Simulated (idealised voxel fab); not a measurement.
process module | voxel capacitor over wiring
cross-section cut | 145 nm wide | cells 5 nm
A cross-section is a grid of square cells, given in bands from the top down. A band is one or more rows of cells.
Each band's line starts with the height of the band's top and of its bottom, in nm. Then come its materials from left to right, each with its width in nm. One material with "throughout" fills the band from edge to edge. "air" is empty space.
Height 0 is the level under which the wafer as received is all one material. The lowest band goes on downwards, as in "0 down".
A width such as "30 to 40" changes by the same amount from each row of cells to the next, from the band's top row to its bottom row.
"no change" after a step means that no cell of the cross-section changed.
closed voids: empty space of 8 cells or more with no open way to the top, each as width x height at its distance from the left edge, in nm
after a step's settings: what the simulator itself notes on the step
overlay nm, on a step with a mask: how far to the right of its planned place the mask lay; to the left if negative
plan
1 op RECEIVE | material Si
2 op CONFORMAL_DEP | material SiO2 | thk nm 15
3 op DIRECTIONAL_DEP | material TiN | thk nm 5
4 op DIRECTIONAL_DEP | material W | thk nm 15
5 op DIRECTIONAL_DEP | material aC | thk nm 10
6 op PATTERN | tone cover | mask id METAL_1 | material resist | width nm 30 | pitch nm 85 | thk nm 30 | overlay nm 0
7 op DIRECTIONAL_ETCH | etch materials aC | depth nm 10
8 op STRIP | etch materials resist
9 op DIRECTIONAL_ETCH | etch materials W | depth nm 15
10 op DIRECTIONAL_ETCH | etch materials TiN | depth nm 5
11 op STRIP | etch materials aC
12 op FILL_DEP | material lowk | thk nm 5
13 op CMP | height nm 35
14 op CONFORMAL_DEP | material SiCN | thk nm 5
15 op DIRECTIONAL_DEP | material lowk | thk nm 20
16 op PATTERN | tone open | mask id PLUG_1 | material resist | width nm 15 | thk nm 15 | overlay nm 0
17 op DIRECTIONAL_ETCH | etch materials lowk | depth nm 20
18 op DIRECTIONAL_ETCH | etch materials SiCN | depth nm 5
19 op STRIP | etch materials resist
20 op EPI | material Ru | thk nm 10
21 op EPI | material Ru | thk nm 10
22 op EPI | material Ru | thk nm 5
23 op DIRECTIONAL_DEP | material TiN | thk nm 5
24 op DIRECTIONAL_DEP | material HfO2 | thk nm 5
25 op DIRECTIONAL_DEP | material TiN | thk nm 10
26 op MASKED_ETCH | tone cover | mask id UPPER_PLATE | width nm 60 | etch materials TiN | depth nm 10 | overlay nm 0
27 op MASKED_ETCH | tone cover | mask id UPPER_PLATE | width nm 60 | etch materials HfO2 | depth nm 5 | overlay nm 0
28 op DIRECTIONAL_DEP | material aC | thk nm 15
29 op PATTERN | tone cover | mask id LOWER_PLATE | material resist | width nm 70 | thk nm 30 | overlay nm 0
30 op DIRECTIONAL_ETCH | etch materials aC | depth nm 15
31 op STRIP | etch materials resist
32 op DIRECTIONAL_ETCH | etch materials TiN | depth nm 5
33 op STRIP | etch materials aC
34 op FILL_DEP | material SiO2 | thk nm 20
35 op CMP | height nm 95
36 op DIRECTIONAL_DEP | material aC | thk nm 15
37 op PATTERN | tone open | mask id PLUG_2 | material resist | width nm 15 | thk nm 30 | overlay nm 0
38 op DIRECTIONAL_ETCH | etch materials aC | depth nm 15
39 op STRIP | etch materials resist
40 op DIRECTIONAL_ETCH | etch materials SiO2 | depth nm 15
41 op STRIP | etch materials aC
42 op CONFORMAL_DEP | material TiN | thk nm 5
43 op FILL_DEP | material Ru | thk nm 5
44 op CMP | height nm 95
45 op CONFORMAL_DEP | material SiCN | thk nm 5
as received, after step 1
  0 down: Si throughout
  closed voids: none
first wafer at the end, as planned
  100 to 95: SiCN throughout
  95 to 85: SiO2 40 | TiN 5 | Ru 5 | TiN 5 | SiO2 90
  85 to 80: SiO2 40 | TiN 15 | SiO2 90
  80 to 70: SiO2 30 | TiN 60 | SiO2 55
  70 to 65: SiO2 30 | HfO2 60 | SiO2 55
  65 to 60: SiO2 25 | TiN 70 | SiO2 50
  60 to 40: lowk 30 | Ru 15 | lowk 100
  40 to 35: SiCN 30 | Ru 15 | SiCN 100
  35 to 20: lowk 15 | W 30 | lowk 55 | W 30 | lowk 15
  20 to 15: lowk 15 | TiN 30 | lowk 55 | TiN 30 | lowk 15
  15 to 0: SiO2 throughout
  0 down: Si throughout
  closed voids: none
second wafer at the end: like start, like plan, one mistake
  100 to 95: SiCN throughout
  95 to 85: SiO2 40 | TiN 5 | Ru 5 | TiN 5 | SiO2 90
  85 to 80: SiO2 40 | TiN 15 | SiO2 90
  80 to 75: SiO2 throughout
  75 to 65: SiO2 30 | TiN 60 | SiO2 55
  65 to 60: SiO2 30 | HfO2 60 | SiO2 55
  60 to 40: lowk 30 | Ru 15 | lowk 100
  40 to 35: SiCN 30 | Ru 15 | SiCN 100
  35 to 20: lowk 15 | W 30 | lowk 55 | W 30 | lowk 15
  20 to 15: lowk 15 | TiN 30 | lowk 55 | TiN 30 | lowk 15
  15 to 0: SiO2 throughout
  0 down: Si throughout
  closed voids: none
what went wrong: step 23 was left out
at the end the second wafer has, in cells: 14 more of SiO2 | 14 fewer of TiN
